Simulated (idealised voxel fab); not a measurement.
process module | voxel self aligned vias
cross-section cut | 170 nm wide | cells 5 nm
A cross-section is a grid of square cells, given in bands from the top down. A band is one or more rows of cells.
Each band's line starts with the height of the band's top and of its bottom, in nm. Then come its materials from left to right, each with its width in nm. One material with "throughout" fills the band from edge to edge. "air" is empty space.
Height 0 is the level under which the wafer as received is all one material. The lowest band goes on downwards, as in "0 down".
A width such as "30 to 40" changes by the same amount from each row of cells to the next, from the band's top row to its bottom row.
"no change" after a step means that no cell of the cross-section changed.
closed voids: empty space of 8 cells or more with no open way to the top, each as width x height at its distance from the left edge, in nm
after a step's settings: what the simulator itself notes on the step
overlay nm, on a step with a mask: how far to the right of its planned place the mask lay; to the left if negative
Each pair below shows a cross-section before one step and the cross-section after it, down to the lowest band that changed. The line under each pair gives the step between them, with its settings. The pairs can come from different runs of this module on the same starting wafer, so a pair continues from the pair above only where its "before" says so.
before
  0 down: Si throughout
  closed voids: none
after
  10 to 0: SiO2 throughout
  below 0: unchanged
  closed voids: none
the step between: op CONFORMAL_DEP | material SiO2 | thk nm 10
before: the cross-section after the pair above
after
  15 to 10: SiCN throughout
  below 10: unchanged
  closed voids: none
the step between: op CONFORMAL_DEP | material SiCN | thk nm 5
before: the cross-section after the pair above
after
  35 to 15: lowk throughout
  below 15: unchanged
  closed voids: none
the step between: op DIRECTIONAL_DEP | material lowk | thk nm 20
before: the cross-section after the pair above
after
  35 to 15: lowk 40 | air 20 | lowk 50 | air 20 | lowk 40
  below 15: unchanged
  closed voids: none
the step between: op MASKED_ETCH | tone open | mask id LINES | width nm 20 | pitch nm 70 | etch materials lowk | depth nm 20 | overlay nm 0
before: the cross-section after the pair above
after
  40 to 35: TiN 45 | air 10 | TiN 60 | air 10 | TiN 45
  35 to 20: lowk 40 | TiN 5 | air 10 | TiN 5 | lowk 50 | TiN 5 | air 10 | TiN 5 | lowk 40
  20 to 15: lowk 40 | TiN 20 | lowk 50 | TiN 20 | lowk 40
  below 15: unchanged
  closed voids: none
the step between: op CONFORMAL_DEP | material TiN | thk nm 5
before: the cross-section after the pair above
after
  45 to 40: Ru throughout
  40 to 35: TiN 45 | Ru 10 | TiN 60 | Ru 10 | TiN 45
  35 to 20: lowk 40 | TiN 5 | Ru 10 | TiN 5 | lowk 50 | TiN 5 | Ru 10 | TiN 5 | lowk 40
  below 20: unchanged
  closed voids: none
the step between: op FILL_DEP | material Ru | thk nm 5
before: the cross-section after the pair above
after
  35 to 20: lowk 40 | TiN 5 | Ru 10 | TiN 5 | lowk 50 | TiN 5 | Ru 10 | TiN 5 | lowk 40
  below 20: unchanged
  closed voids: none
the step between: op CMP | height nm 35
before: the cross-section after the pair above
after
  35 to 25: lowk 40 | air 20 | lowk 50 | air 20 | lowk 40
  below 25: unchanged
  closed voids: none
the step between: op SELECTIVE_ETCH | etch materials W Ru TiN | depth nm 10
before: the cross-section after the pair above
after
  45 to 35: SiN throughout
  35 to 25: lowk 40 | SiN 20 | lowk 50 | SiN 20 | lowk 40
  below 25: unchanged
  closed voids: none
the step between: op FILL_DEP | material SiN | thk nm 10
before: the cross-section after the pair above
after
  35 to 25: lowk 40 | SiN 20 | lowk 50 | SiN 20 | lowk 40
  below 25: unchanged
  closed voids: none
the step between: op CMP | height nm 35
before: the cross-section after the pair above
after
  50 to 35: lowk throughout
  below 35: unchanged
  closed voids: none
the step between: op DIRECTIONAL_DEP | material lowk | thk nm 15
before: the cross-section after the pair above
after
  60 to 50: aC throughout
  below 50: unchanged
  closed voids: none
the step between: op DIRECTIONAL_DEP | material aC | thk nm 10
before: the cross-section after the pair above
after
  85 to 60: resist 30 | air 40 | resist 30 | air 40 | resist 30
  below 60: unchanged
  closed voids: none
the step between: op PATTERN | tone open | mask id VIAS | material resist | width nm 40 | pitch nm 70 | thk nm 25 | overlay nm 0
before: the cross-section after the pair above
after
  75 to 60: resist 30 | air 40 | resist 30 | air 40 | resist 30
  60 to 50: aC 30 | air 40 | aC 30 | air 40 | aC 30
  below 50: unchanged
  closed voids: none
the step between: op DIRECTIONAL_ETCH | etch materials aC | depth nm 10
before: the cross-section after the pair above
after
  60 to 50: aC 30 | air 40 | aC 30 | air 40 | aC 30
  below 50: unchanged
  closed voids: none
the step between: op STRIP | etch materials resist
before: the cross-section after the pair above
after
  60 to 50: aC 30 | air 40 | aC 30 | air 40 | aC 30
  50 to 35: lowk 30 | air 40 | lowk 30 | air 40 | lowk 30
  below 35: unchanged
  closed voids: none
the step between: op DIRECTIONAL_ETCH | etch materials lowk | depth nm 15
before: the cross-section after the pair above
after
  60 to 50: aC 30 | air 40 | aC 30 | air 40 | aC 30
  50 to 35: lowk 30 | air 40 | lowk 30 | air 40 | lowk 30
  35 to 25: lowk 40 | air 20 | lowk 50 | air 20 | lowk 40
  below 25: unchanged
  closed voids: none
the step between: op DIRECTIONAL_ETCH | etch materials SiN | depth nm 10
before: the cross-section after the pair above
after
  50 to 35: lowk 30 | air 40 | lowk 30 | air 40 | lowk 30
  below 35: unchanged
  closed voids: none
the step between: op STRIP | etch materials aC
before: the cross-section after the pair above
after
  55 to 50: TiN 35 | air 30 | TiN 40 | air 30 | TiN 35
  50 to 40: lowk 30 | TiN 5 | air 30 | TiN 5 | lowk 30 | TiN 5 | air 30 | TiN 5 | lowk 30
  40 to 30: lowk 30 to 40 | TiN 15 to 5 | air 10 | TiN 15 to 5 | lowk 30 to 50 | TiN 15 to 5 | air 10 | TiN 15 to 5 | lowk 30 to 40
  30 to 25: lowk 40 | TiN 20 | lowk 50 | TiN 20 | lowk 40
  below 25: unchanged
  closed voids: none
the step between: op CONFORMAL_DEP | material TiN | thk nm 5
before: the cross-section after the pair above
after
  65 to 55: W throughout
  55 to 50: TiN 35 | W 30 | TiN 40 | W 30 | TiN 35
  50 to 40: lowk 30 | TiN 5 | W 30 | TiN 5 | lowk 30 | TiN 5 | W 30 | TiN 5 | lowk 30
  40 to 30: lowk 30 to 40 | TiN 15 to 5 | W 10 | TiN 15 to 5 | lowk 30 to 50 | TiN 15 to 5 | W 10 | TiN 15 to 5 | lowk 30 to 40
  below 30: unchanged
  closed voids: none
the step between: op FILL_DEP | material W | thk nm 10
before: the cross-section after the pair above
after
  50 to 40: lowk 30 | TiN 5 | W 30 | TiN 5 | lowk 30 | TiN 5 | W 30 | TiN 5 | lowk 30
  below 40: unchanged
  closed voids: none
the step between: op CMP | height nm 50
before: the cross-section after the pair above
after
  55 to 50: SiCN throughout
  below 50: unchanged
  closed voids: none
the step between: op CONFORMAL_DEP | material SiCN | thk nm 5
before
  10 to 0: SiO2 throughout
  0 down: Si throughout
  closed voids: none
after
  30 to 10: lowk throughout
  below 10: unchanged
  closed voids: none
the step between: op DIRECTIONAL_DEP | material lowk | thk nm 20
before: the cross-section after the pair above
after
  30 to 10: lowk 40 | air 20 | lowk 50 | air 20 | lowk 40
  below 10: unchanged
  closed voids: none
the step between: op MASKED_ETCH | tone open | mask id LINES | width nm 20 | pitch nm 70 | etch materials lowk | depth nm 20 | overlay nm 0
before: the cross-section after the pair above
after
  35 to 30: TiN 45 | air 10 | TiN 60 | air 10 | TiN 45
  30 to 15: lowk 40 | TiN 5 | air 10 | TiN 5 | lowk 50 | TiN 5 | air 10 | TiN 5 | lowk 40
  15 to 10: lowk 40 | TiN 20 | lowk 50 | TiN 20 | lowk 40
  below 10: unchanged
  closed voids: none
the step between: op CONFORMAL_DEP | material TiN | thk nm 5
before: the cross-section after the pair above
after
  40 to 35: Ru throughout
  35 to 30: TiN 45 | Ru 10 | TiN 60 | Ru 10 | TiN 45
  30 to 15: lowk 40 | TiN 5 | Ru 10 | TiN 5 | lowk 50 | TiN 5 | Ru 10 | TiN 5 | lowk 40
  below 15: unchanged
  closed voids: none
the step between: op FILL_DEP | material Ru | thk nm 5
before: the cross-section after the pair above
after
  35 to 30: TiN 45 | Ru 10 | TiN 60 | Ru 10 | TiN 45
  below 30: unchanged
  closed voids: none
the step between: op CMP | height nm 35
before: the cross-section after the pair above
after
  30 to 25: lowk 40 | air 20 | lowk 50 | air 20 | lowk 40
  below 25: unchanged
  closed voids: none
the step between: op SELECTIVE_ETCH | etch materials W Ru TiN | depth nm 10
before: the cross-section after the pair above
after
  40 to 30: SiN throughout
  30 to 25: lowk 40 | SiN 20 | lowk 50 | SiN 20 | lowk 40
  below 25: unchanged
  closed voids: none
the step between: op FILL_DEP | material SiN | thk nm 10
before: the cross-section after the pair above
after
  35 to 30: SiN throughout
  below 30: unchanged
  closed voids: none
the step between: op CMP | height nm 35
before: the cross-section after the pair above
after
  50 to 35: lowk throughout
  below 35: unchanged
  closed voids: none
the step between: op DIRECTIONAL_DEP | material lowk | thk nm 15
before: the cross-section after the pair above
after
  60 to 50: aC throughout
  below 50: unchanged
  closed voids: none
the step between: op DIRECTIONAL_DEP | material aC | thk nm 10
before: the cross-section after the pair above
after
  85 to 60: resist 30 | air 40 | resist 30 | air 40 | resist 30
  below 60: unchanged
  closed voids: none
the step between: op PATTERN | tone open | mask id VIAS | material resist | width nm 40 | pitch nm 70 | thk nm 25 | overlay nm 0
before: the cross-section after the pair above
after
  75 to 60: resist 30 | air 40 | resist 30 | air 40 | resist 30
  60 to 50: aC 30 | air 40 | aC 30 | air 40 | aC 30
  below 50: unchanged
  closed voids: none
the step between: op DIRECTIONAL_ETCH | etch materials aC | depth nm 10
before: the cross-section after the pair above
after
  60 to 50: aC 30 | air 40 | aC 30 | air 40 | aC 30
  below 50: unchanged
  closed voids: none
the step between: op STRIP | etch materials resist
before: the cross-section after the pair above
after
  60 to 50: aC 30 | air 40 | aC 30 | air 40 | aC 30
  50 to 35: lowk 30 | air 40 | lowk 30 | air 40 | lowk 30
  below 35: unchanged
  closed voids: none
the step between: op DIRECTIONAL_ETCH | etch materials lowk | depth nm 15
before: the cross-section after the pair above
after
  60 to 50: aC 30 | air 40 | aC 30 | air 40 | aC 30
  50 to 35: lowk 30 | air 40 | lowk 30 | air 40 | lowk 30
  35 to 30: SiN 30 | air 40 | SiN 30 | air 40 | SiN 30
  30 to 25: lowk 40 | air 20 | lowk 50 | air 20 | lowk 40
  below 25: unchanged
  closed voids: none
the step between: op DIRECTIONAL_ETCH | etch materials SiN | depth nm 10
before: the cross-section after the pair above
after
  50 to 35: lowk 30 | air 40 | lowk 30 | air 40 | lowk 30
  below 35: unchanged
  closed voids: none
the step between: op STRIP | etch materials aC
before: the cross-section after the pair above
after
  55 to 50: TiN 35 | air 30 | TiN 40 | air 30 | TiN 35
  50 to 35: lowk 30 | TiN 5 | air 30 | TiN 5 | lowk 30 | TiN 5 | air 30 | TiN 5 | lowk 30
  35 to 30: SiN 30 | TiN 15 | air 10 | TiN 15 | SiN 30 | TiN 15 | air 10 | TiN 15 | SiN 30
  30 to 25: lowk 40 | TiN 20 | lowk 50 | TiN 20 | lowk 40
  below 25: unchanged
  closed voids: none
the step between: op CONFORMAL_DEP | material TiN | thk nm 5
before: the cross-section after the pair above
after
  65 to 55: W throughout
  55 to 50: TiN 35 | W 30 | TiN 40 | W 30 | TiN 35
  50 to 35: lowk 30 | TiN 5 | W 30 | TiN 5 | lowk 30 | TiN 5 | W 30 | TiN 5 | lowk 30
  35 to 30: SiN 30 | TiN 15 | W 10 | TiN 15 | SiN 30 | TiN 15 | W 10 | TiN 15 | SiN 30
  below 30: unchanged
  closed voids: none
the step between: op FILL_DEP | material W | thk nm 10
before: the cross-section after the pair above
after
  50 to 35: lowk 30 | TiN 5 | W 30 | TiN 5 | lowk 30 | TiN 5 | W 30 | TiN 5 | lowk 30
  below 35: unchanged
  closed voids: none
the step between: op CMP | height nm 50
before: the cross-section after the pair above
after
  55 to 50: SiCN throughout
  below 50: unchanged
  closed voids: none
the step between: op CONFORMAL_DEP | material SiCN | thk nm 5
before
  60 to 50: aC 30 | air 40 | aC 30 | air 40 | aC 30
  50 to 35: lowk 30 | air 40 | lowk 30 | air 40 | lowk 30
  35 to 25: lowk 40 | SiN 20 | lowk 50 | SiN 20 | lowk 40
  25 to 20: lowk 40 | TiN 5 | Ru 10 | TiN 5 | lowk 50 | TiN 5 | Ru 10 | TiN 5 | lowk 40
  20 to 15: lowk 40 | TiN 20 | lowk 50 | TiN 20 | lowk 40
  15 to 10: SiCN throughout
  10 to 0: SiO2 throughout
  0 down: Si throughout
  closed voids: none
after
  60 to 50: aC 30 | air 40 | aC 30 | air 40 | aC 30
  50 to 35: lowk 30 | air 40 | lowk 30 | air 40 | lowk 30
  35 to 25: lowk 30 | air 10 | SiN 20 | air 10 | lowk 30 | air 10 | SiN 20 | air 10 | lowk 30
  25 to 20: lowk 30 | air 10 | TiN 5 | Ru 10 | TiN 5 | air 10 | lowk 30 | air 10 | TiN 5 | Ru 10 | TiN 5 | air 10 | lowk 30
  below 20: unchanged
  closed voids: none
the step between: op DIRECTIONAL_ETCH | etch materials lowk | depth nm 15
before: the cross-section after the pair above
after
  60 to 50: aC 30 | air 40 | aC 30 | air 40 | aC 30
  50 to 25: lowk 30 | air 40 | lowk 30 | air 40 | lowk 30
  below 25: unchanged
  closed voids: none
the step between: op DIRECTIONAL_ETCH | etch materials SiN | depth nm 10
before: the cross-section after the pair above
after
  50 to 25: lowk 30 | air 40 | lowk 30 | air 40 | lowk 30
  below 25: unchanged
  closed voids: none
the step between: op STRIP | etch materials aC
before: the cross-section after the pair above
after
  55 to 50: TiN 35 | air 30 | TiN 40 | air 30 | TiN 35
  50 to 30: lowk 30 | TiN 5 | air 30 | TiN 5 | lowk 30 | TiN 5 | air 30 | TiN 5 | lowk 30
  30 to 25: lowk 30 | TiN 40 | lowk 30 | TiN 40 | lowk 30
  25 to 20: lowk 30 | TiN 15 | Ru 10 | TiN 15 | lowk 30 | TiN 15 | Ru 10 | TiN 15 | lowk 30
  below 20: unchanged
  closed voids: none
the step between: op CONFORMAL_DEP | material TiN | thk nm 5
before: the cross-section after the pair above
after
  65 to 55: W throughout
  55 to 50: TiN 35 | W 30 | TiN 40 | W 30 | TiN 35
  50 to 30: lowk 30 | TiN 5 | W 30 | TiN 5 | lowk 30 | TiN 5 | W 30 | TiN 5 | lowk 30
  below 30: unchanged
  closed voids: none
the step between: op FILL_DEP | material W | thk nm 10
before: the cross-section after the pair above
after
  50 to 30: lowk 30 | TiN 5 | W 30 | TiN 5 | lowk 30 | TiN 5 | W 30 | TiN 5 | lowk 30
  below 30: unchanged
  closed voids: none
the step between: op CMP | height nm 50
before: the cross-section after the pair above
after
  55 to 50: SiCN throughout
  below 50: unchanged
  closed voids: none
the step between: op CONFORMAL_DEP | material SiCN | thk nm 5
before
  0 down: Si throughout
  closed voids: none
after
  5 to 0: SiCN throughout
  below 0: unchanged
  closed voids: none
the step between: op CONFORMAL_DEP | material SiCN | thk nm 5
before: the cross-section after the pair above
after
  15 to 5: SiO2 throughout
  below 5: unchanged
  closed voids: none
the step between: op CONFORMAL_DEP | material SiO2 | thk nm 10
before: the cross-section after the pair above
after
  35 to 15: lowk throughout
  below 15: unchanged
  closed voids: none
the step between: op DIRECTIONAL_DEP | material lowk | thk nm 20
before: the cross-section after the pair above
after
  35 to 15: lowk 40 | air 20 | lowk 50 | air 20 | lowk 40
  below 15: unchanged
  closed voids: none
the step between: op MASKED_ETCH | tone open | mask id LINES | width nm 20 | pitch nm 70 | etch materials lowk | depth nm 20 | overlay nm 0
before: the cross-section after the pair above
after
  40 to 35: TiN 45 | air 10 | TiN 60 | air 10 | TiN 45
  35 to 20: lowk 40 | TiN 5 | air 10 | TiN 5 | lowk 50 | TiN 5 | air 10 | TiN 5 | lowk 40
  20 to 15: lowk 40 | TiN 20 | lowk 50 | TiN 20 | lowk 40
  below 15: unchanged
  closed voids: none
the step between: op CONFORMAL_DEP | material TiN | thk nm 5
before: the cross-section after the pair above
after
  45 to 40: Ru throughout
  40 to 35: TiN 45 | Ru 10 | TiN 60 | Ru 10 | TiN 45
  35 to 20: lowk 40 | TiN 5 | Ru 10 | TiN 5 | lowk 50 | TiN 5 | Ru 10 | TiN 5 | lowk 40
  below 20: unchanged
  closed voids: none
the step between: op FILL_DEP | material Ru | thk nm 5
before: the cross-section after the pair above
after
  35 to 20: lowk 40 | TiN 5 | Ru 10 | TiN 5 | lowk 50 | TiN 5 | Ru 10 | TiN 5 | lowk 40
  below 20: unchanged
  closed voids: none
the step between: op CMP | height nm 35
before: the cross-section after the pair above
after
  35 to 25: lowk 40 | air 20 | lowk 50 | air 20 | lowk 40
  below 25: unchanged
  closed voids: none
the step between: op SELECTIVE_ETCH | etch materials W Ru TiN | depth nm 10
before: the cross-section after the pair above
after
  45 to 35: SiN throughout
  35 to 25: lowk 40 | SiN 20 | lowk 50 | SiN 20 | lowk 40
  below 25: unchanged
  closed voids: none
the step between: op FILL_DEP | material SiN | thk nm 10
before: the cross-section after the pair above
after
  35 to 25: lowk 40 | SiN 20 | lowk 50 | SiN 20 | lowk 40
  below 25: unchanged
  closed voids: none
the step between: op CMP | height nm 35
before: the cross-section after the pair above
after
  50 to 35: lowk throughout
  below 35: unchanged
  closed voids: none
the step between: op DIRECTIONAL_DEP | material lowk | thk nm 15
before: the cross-section after the pair above
after
  60 to 50: aC throughout
  below 50: unchanged
  closed voids: none
the step between: op DIRECTIONAL_DEP | material aC | thk nm 10
before: the cross-section after the pair above
after
  85 to 60: resist 30 | air 40 | resist 30 | air 40 | resist 30
  below 60: unchanged
  closed voids: none
the step between: op PATTERN | tone open | mask id VIAS | material resist | width nm 40 | pitch nm 70 | thk nm 25 | overlay nm 0
before: the cross-section after the pair above
after
  75 to 60: resist 30 | air 40 | resist 30 | air 40 | resist 30
  60 to 50: aC 30 | air 40 | aC 30 | air 40 | aC 30
  below 50: unchanged
  closed voids: none
the step between: op DIRECTIONAL_ETCH | etch materials aC | depth nm 10
before: the cross-section after the pair above
after
  60 to 50: aC 30 | air 40 | aC 30 | air 40 | aC 30
  below 50: unchanged
  closed voids: none
the step between: op STRIP | etch materials resist
before: the cross-section after the pair above
after
  60 to 50: aC 30 | air 40 | aC 30 | air 40 | aC 30
  50 to 35: lowk 30 | air 40 | lowk 30 | air 40 | lowk 30
  below 35: unchanged
  closed voids: none
the step between: op DIRECTIONAL_ETCH | etch materials lowk | depth nm 15
before: the cross-section after the pair above
after
  60 to 50: aC 30 | air 40 | aC 30 | air 40 | aC 30
  50 to 35: lowk 30 | air 40 | lowk 30 | air 40 | lowk 30
  35 to 25: lowk 40 | air 20 | lowk 50 | air 20 | lowk 40
  below 25: unchanged
  closed voids: none
the step between: op DIRECTIONAL_ETCH | etch materials SiN | depth nm 10
before: the cross-section after the pair above
after
  50 to 35: lowk 30 | air 40 | lowk 30 | air 40 | lowk 30
  below 35: unchanged
  closed voids: none
the step between: op STRIP | etch materials aC
before: the cross-section after the pair above
after
  55 to 50: TiN 35 | air 30 | TiN 40 | air 30 | TiN 35
  50 to 40: lowk 30 | TiN 5 | air 30 | TiN 5 | lowk 30 | TiN 5 | air 30 | TiN 5 | lowk 30
  40 to 30: lowk 30 to 40 | TiN 15 to 5 | air 10 | TiN 15 to 5 | lowk 30 to 50 | TiN 15 to 5 | air 10 | TiN 15 to 5 | lowk 30 to 40
  30 to 25: lowk 40 | TiN 20 | lowk 50 | TiN 20 | lowk 40
  below 25: unchanged
  closed voids: none
the step between: op CONFORMAL_DEP | material TiN | thk nm 5
before: the cross-section after the pair above
after
  65 to 55: W throughout
  55 to 50: TiN 35 | W 30 | TiN 40 | W 30 | TiN 35
  50 to 40: lowk 30 | TiN 5 | W 30 | TiN 5 | lowk 30 | TiN 5 | W 30 | TiN 5 | lowk 30
  40 to 30: lowk 30 to 40 | TiN 15 to 5 | W 10 | TiN 15 to 5 | lowk 30 to 50 | TiN 15 to 5 | W 10 | TiN 15 to 5 | lowk 30 to 40
  below 30: unchanged
  closed voids: none
the step between: op FILL_DEP | material W | thk nm 10
before: the cross-section after the pair above
after
  50 to 40: lowk 30 | TiN 5 | W 30 | TiN 5 | lowk 30 | TiN 5 | W 30 | TiN 5 | lowk 30
  below 40: unchanged
  closed voids: none
the step between: op CMP | height nm 50
before: the cross-section after the pair above
after
  55 to 50: SiCN throughout
  below 50: unchanged
  closed voids: none
the step between: op CONFORMAL_DEP | material SiCN | thk nm 5
before
  50 to 40: lowk 30 | TiN 5 | W 30 | TiN 5 | lowk 30 | TiN 5 | W 30 | TiN 5 | lowk 30
  40 to 30: lowk 30 to 40 | TiN 15 to 5 | W 10 | TiN 15 to 5 | lowk 30 to 50 | TiN 15 to 5 | W 10 | TiN 15 to 5 | lowk 30 to 40
  30 to 25: lowk 40 | TiN 20 | lowk 50 | TiN 20 | lowk 40
  25 to 20: lowk 40 | TiN 5 | Ru 10 | TiN 5 | lowk 50 | TiN 5 | Ru 10 | TiN 5 | lowk 40
  20 to 15: lowk 40 | TiN 20 | lowk 50 | TiN 20 | lowk 40
  15 to 10: SiCN throughout
  10 to 0: SiO2 throughout
  0 down: Si throughout
  closed voids: none
after
  65 to 50: SiCN throughout
  below 50: unchanged
  closed voids: none
the step between: op CONFORMAL_DEP | material SiCN | thk nm 15
before
  60 to 50: aC throughout
  50 to 35: lowk throughout
  35 to 25: lowk 40 | SiN 20 | lowk 50 | SiN 20 | lowk 40
  25 to 20: lowk 40 | TiN 5 | Ru 10 | TiN 5 | lowk 50 | TiN 5 | Ru 10 | TiN 5 | lowk 40
  20 to 15: lowk 40 | TiN 20 | lowk 50 | TiN 20 | lowk 40
  15 to 10: SiCN throughout
  10 to 0: SiO2 throughout
  0 down: Si throughout
  closed voids: none
after
  85 to 60: resist 35 | air 30 | resist 40 | air 30 | resist 35
  below 60: unchanged
  closed voids: none
the step between: op PATTERN | tone open | mask id VIAS | material resist | width nm 30 | pitch nm 70 | thk nm 25 | overlay nm 0
before: the cross-section after the pair above
after
  75 to 60: resist 35 | air 30 | resist 40 | air 30 | resist 35
  60 to 50: aC 35 | air 30 | aC 40 | air 30 | aC 35
  below 50: unchanged
  closed voids: none
the step between: op DIRECTIONAL_ETCH | etch materials aC | depth nm 10
before: the cross-section after the pair above
after
  60 to 50: aC 35 | air 30 | aC 40 | air 30 | aC 35
  below 50: unchanged
  closed voids: none
the step between: op STRIP | etch materials resist
before: the cross-section after the pair above
after
  60 to 50: aC 35 | air 30 | aC 40 | air 30 | aC 35
  50 to 35: lowk 35 | air 30 | lowk 40 | air 30 | lowk 35
  below 35: unchanged
  closed voids: none
the step between: op DIRECTIONAL_ETCH | etch materials lowk | depth nm 15
before: the cross-section after the pair above
after
  60 to 50: aC 35 | air 30 | aC 40 | air 30 | aC 35
  50 to 35: lowk 35 | air 30 | lowk 40 | air 30 | lowk 35
  35 to 25: lowk 40 | air 20 | lowk 50 | air 20 | lowk 40
  below 25: unchanged
  closed voids: none
the step between: op DIRECTIONAL_ETCH | etch materials SiN | depth nm 10
before: the cross-section after the pair above
after
  50 to 35: lowk 35 | air 30 | lowk 40 | air 30 | lowk 35
  below 35: unchanged
  closed voids: none
the step between: op STRIP | etch materials aC
before: the cross-section after the pair above
after
  55 to 50: TiN 40 | air 20 | TiN 50 | air 20 | TiN 40
  50 to 40: lowk 35 | TiN 5 | air 20 | TiN 5 | lowk 40 | TiN 5 | air 20 | TiN 5 | lowk 35
  40 to 30: lowk 35 to 40 | TiN 10 to 5 | air 10 | TiN 10 to 5 | lowk 40 to 50 | TiN 10 to 5 | air 10 | TiN 10 to 5 | lowk 35 to 40
  30 to 25: lowk 40 | TiN 20 | lowk 50 | TiN 20 | lowk 40
  below 25: unchanged
  closed voids: none
the step between: op CONFORMAL_DEP | material TiN | thk nm 5
before: the cross-section after the pair above
after
  65 to 55: W throughout
  55 to 50: TiN 40 | W 20 | TiN 50 | W 20 | TiN 40
  50 to 40: lowk 35 | TiN 5 | W 20 | TiN 5 | lowk 40 | TiN 5 | W 20 | TiN 5 | lowk 35
  40 to 30: lowk 35 to 40 | TiN 10 to 5 | W 10 | TiN 10 to 5 | lowk 40 to 50 | TiN 10 to 5 | W 10 | TiN 10 to 5 | lowk 35 to 40
  below 30: unchanged
  closed voids: none
the step between: op FILL_DEP | material W | thk nm 10
before: the cross-section after the pair above
after
  50 to 40: lowk 35 | TiN 5 | W 20 | TiN 5 | lowk 40 | TiN 5 | W 20 | TiN 5 | lowk 35
  below 40: unchanged
  closed voids: none
the step between: op CMP | height nm 50
before: the cross-section after the pair above
after
  55 to 50: SiCN throughout
  below 50: unchanged
  closed voids: none
the step between: op CONFORMAL_DEP | material SiCN | thk nm 5
before
  60 to 50: aC throughout
  50 to 35: lowk throughout
  35 to 25: lowk 40 | SiN 20 | lowk 50 | SiN 20 | lowk 40
  25 to 20: lowk 40 | TiN 5 | Ru 10 | TiN 5 | lowk 50 | TiN 5 | Ru 10 | TiN 5 | lowk 40
  20 to 15: lowk 40 | TiN 20 | lowk 50 | TiN 20 | lowk 40
  15 to 10: SiCN throughout
  10 to 0: SiO2 throughout
  0 down: Si throughout
  closed voids: none
after
  85 to 60: resist 40 | air 40 | resist 30 | air 40 | resist 20
  below 60: unchanged
  closed voids: none
the step between: op PATTERN | tone open | mask id VIAS | material resist | width nm 40 | pitch nm 70 | thk nm 25 | overlay nm 10
before: the cross-section after the pair above
after
  75 to 60: resist 40 | air 40 | resist 30 | air 40 | resist 20
  60 to 50: aC 40 | air 40 | aC 30 | air 40 | aC 20
  below 50: unchanged
  closed voids: none
the step between: op DIRECTIONAL_ETCH | etch materials aC | depth nm 10
before: the cross-section after the pair above
after
  60 to 50: aC 40 | air 40 | aC 30 | air 40 | aC 20
  below 50: unchanged
  closed voids: none
the step between: op STRIP | etch materials resist
before: the cross-section after the pair above
after
  60 to 50: aC 40 | air 40 | aC 30 | air 40 | aC 20
  50 to 35: lowk 40 | air 40 | lowk 30 | air 40 | lowk 20
  below 35: unchanged
  closed voids: none
the step between: op DIRECTIONAL_ETCH | etch materials lowk | depth nm 15
before: the cross-section after the pair above
after
  60 to 50: aC 40 | air 40 | aC 30 | air 40 | aC 20
  50 to 35: lowk 40 | air 40 | lowk 30 | air 40 | lowk 20
  35 to 25: lowk 40 | air 20 | lowk 50 | air 20 | lowk 40
  below 25: unchanged
  closed voids: none
the step between: op DIRECTIONAL_ETCH | etch materials SiN | depth nm 10
before: the cross-section after the pair above
after
  50 to 35: lowk 40 | air 40 | lowk 30 | air 40 | lowk 20
  below 35: unchanged
  closed voids: none
the step between: op STRIP | etch materials aC
before: the cross-section after the pair above
after
  55 to 50: TiN 45 | air 30 | TiN 40 | air 30 | TiN 25
  50 to 40: lowk 40 | TiN 5 | air 30 | TiN 5 | lowk 30 | TiN 5 | air 30 | TiN 5 | lowk 20
  40 to 30: lowk 40 | TiN 5 | air 10 | TiN 25 to 5 | lowk 30 to 50 | TiN 5 | air 10 | TiN 25 to 5 | lowk 20 to 40
  30 to 25: lowk 40 | TiN 20 | lowk 50 | TiN 20 | lowk 40
  below 25: unchanged
  closed voids: none
the step between: op CONFORMAL_DEP | material TiN | thk nm 5
before: the cross-section after the pair above
after
  65 to 55: W throughout
  55 to 50: TiN 45 | W 30 | TiN 40 | W 30 | TiN 25
  50 to 40: lowk 40 | TiN 5 | W 30 | TiN 5 | lowk 30 | TiN 5 | W 30 | TiN 5 | lowk 20
  40 to 30: lowk 40 | TiN 5 | W 10 | TiN 25 to 5 | lowk 30 to 50 | TiN 5 | W 10 | TiN 25 to 5 | lowk 20 to 40
  below 30: unchanged
  closed voids: none
the step between: op FILL_DEP | material W | thk nm 10
before: the cross-section after the pair above
after
  50 to 40: lowk 40 | TiN 5 | W 30 | TiN 5 | lowk 30 | TiN 5 | W 30 | TiN 5 | lowk 20
  below 40: unchanged
  closed voids: none
the step between: op CMP | height nm 50
before: the cross-section after the pair above
after
  55 to 50: SiCN throughout
  below 50: unchanged
  closed voids: none
the step between: op CONFORMAL_DEP | material SiCN | thk nm 5
before
  40 to 35: TiN 45 | air 10 | TiN 60 | air 10 | TiN 45
  35 to 20: lowk 40 | TiN 5 | air 10 | TiN 5 | lowk 50 | TiN 5 | air 10 | TiN 5 | lowk 40
  20 to 15: lowk 40 | TiN 20 | lowk 50 | TiN 20 | lowk 40
  15 to 10: SiCN throughout
  10 to 0: SiO2 throughout
  0 down: Si throughout
  closed voids: none
after
  45 to 40: SiO2 throughout
  40 to 35: TiN 45 | SiO2 10 | TiN 60 | SiO2 10 | TiN 45
  35 to 20: lowk 40 | TiN 5 | SiO2 10 | TiN 5 | lowk 50 | TiN 5 | SiO2 10 | TiN 5 | lowk 40
  below 20: unchanged
  closed voids: none
the step between: op FILL_DEP | material SiO2 | thk nm 5
before: the cross-section after the pair above
after
  35 to 20: lowk 40 | TiN 5 | SiO2 10 | TiN 5 | lowk 50 | TiN 5 | SiO2 10 | TiN 5 | lowk 40
  below 20: unchanged
  closed voids: none
the step between: op CMP | height nm 35
before: the cross-section after the pair above
after
  35 to 25: lowk 40 | air 5 | SiO2 10 | air 5 | lowk 50 | air 5 | SiO2 10 | air 5 | lowk 40
  below 25: unchanged
  closed voids: none
the step between: op SELECTIVE_ETCH | etch materials W Ru TiN | depth nm 10
before: the cross-section after the pair above
after
  45 to 35: SiN throughout
  35 to 25: lowk 40 | SiN 5 | SiO2 10 | SiN 5 | lowk 50 | SiN 5 | SiO2 10 | SiN 5 | lowk 40
  below 25: unchanged
  closed voids: none
the step between: op FILL_DEP | material SiN | thk nm 10
before: the cross-section after the pair above
after
  35 to 25: lowk 40 | SiN 5 | SiO2 10 | SiN 5 | lowk 50 | SiN 5 | SiO2 10 | SiN 5 | lowk 40
  below 25: unchanged
  closed voids: none
the step between: op CMP | height nm 35
before: the cross-section after the pair above
after
  50 to 35: lowk throughout
  below 35: unchanged
  closed voids: none
the step between: op DIRECTIONAL_DEP | material lowk | thk nm 15
before: the cross-section after the pair above
after
  60 to 50: aC throughout
  below 50: unchanged
  closed voids: none
the step between: op DIRECTIONAL_DEP | material aC | thk nm 10
before: the cross-section after the pair above
after
  85 to 60: resist 30 | air 40 | resist 30 | air 40 | resist 30
  below 60: unchanged
  closed voids: none
the step between: op PATTERN | tone open | mask id VIAS | material resist | width nm 40 | pitch nm 70 | thk nm 25 | overlay nm 0
